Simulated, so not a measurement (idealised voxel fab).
The name of this process module is voxel spacer lines.
Cross-section cut: width 290 nm, square cells of 5 nm.
Cross-sections here: square-cell grids, written as top-down lists of bands, a band being one or more rows of cells.
Heights first: top, then bottom, in nm. Then materials, left to right, each with a width in nm. "everywhere" on a single material: fills the band edge to edge. "empty": empty space.
Heights are measured from 0, the level below which the as-received wafer is all one material; the lowest band has no bottom and continues downward, written as in "top 0, no bottom".
The notation "30..40" denotes a width that varies across the rows of cells in the band, beginning at the first number in the top row, finishing at the second number in the bottom row, and changing by an identical amount from each row to the next.
"no alterations made" for a step: no cell of the cross-section changed in that step.
The list in "Closed void inventory" covers empty spaces of 8 cells or more that cannot reach the top through any open way, and it gives each as width x height at distance; the distance is from the left edge, and width, height and distance are in nm.
On a step's line, text after the settings is the simulator commenting on that step.
What "overlay nm" on a step's line means: if the step has a mask, that mask lay this far to the right of its planned place, or, when the value is negative, to the left.

[This section lists the process steps that were planned]
1) RECEIVE [material Si]
2) CONFORMAL_DEP [material Al2O3] [thk nm 10]
3) DIRECTIONAL_DEP [material polySi] [thk nm 20]
4) DIRECTIONAL_DEP [material aC] [thk nm 20]
5) PATTERN [tone cover] [mask id MANDREL] [material resist] [width nm 15] [pitch nm 70] [thk nm 30] [overlay nm 0]
6) DIRECTIONAL_ETCH [etch materials aC] [depth nm 20]
7) STRIP [etch materials resist]
8) CONFORMAL_DEP [material SiN] [thk nm 15]
9) DIRECTIONAL_ETCH [etch materials SiN] [depth nm 15]
10) STRIP [etch materials aC]
11) DIRECTIONAL_ETCH [etch materials polySi] [depth nm 20]
12) STRIP [etch materials SiN]
13) FILL_DEP [material lowk] [thk nm 5]
14) CMP [height nm 30]
The wafers are alike at the start. At step 5, their width nm differs. The plan lists the first wafer's value.

[Cut through the first of several wafers as received, post step 1]
top 0, no bottom | Si everywhere
Closed void inventory: none

[Gained (+) or lost (-) cells of each material since receipt, then closed voids: one row per wafer, at the end of the module]
width nm 15, +116 Al2O3, +184 lowk, +48 polySi, Closed void inventory: none
width nm 20, +116 Al2O3, +184 lowk, +48 polySi, Closed void inventory: none
width nm 25, +116 Al2O3, +184 lowk, +48 polySi, Closed void inventory: none
width nm 30, +116 Al2O3, +184 lowk, +48 polySi, Closed void inventory: none
width nm 35, +116 Al2O3, +184 lowk, +48 polySi, Closed void inventory: none
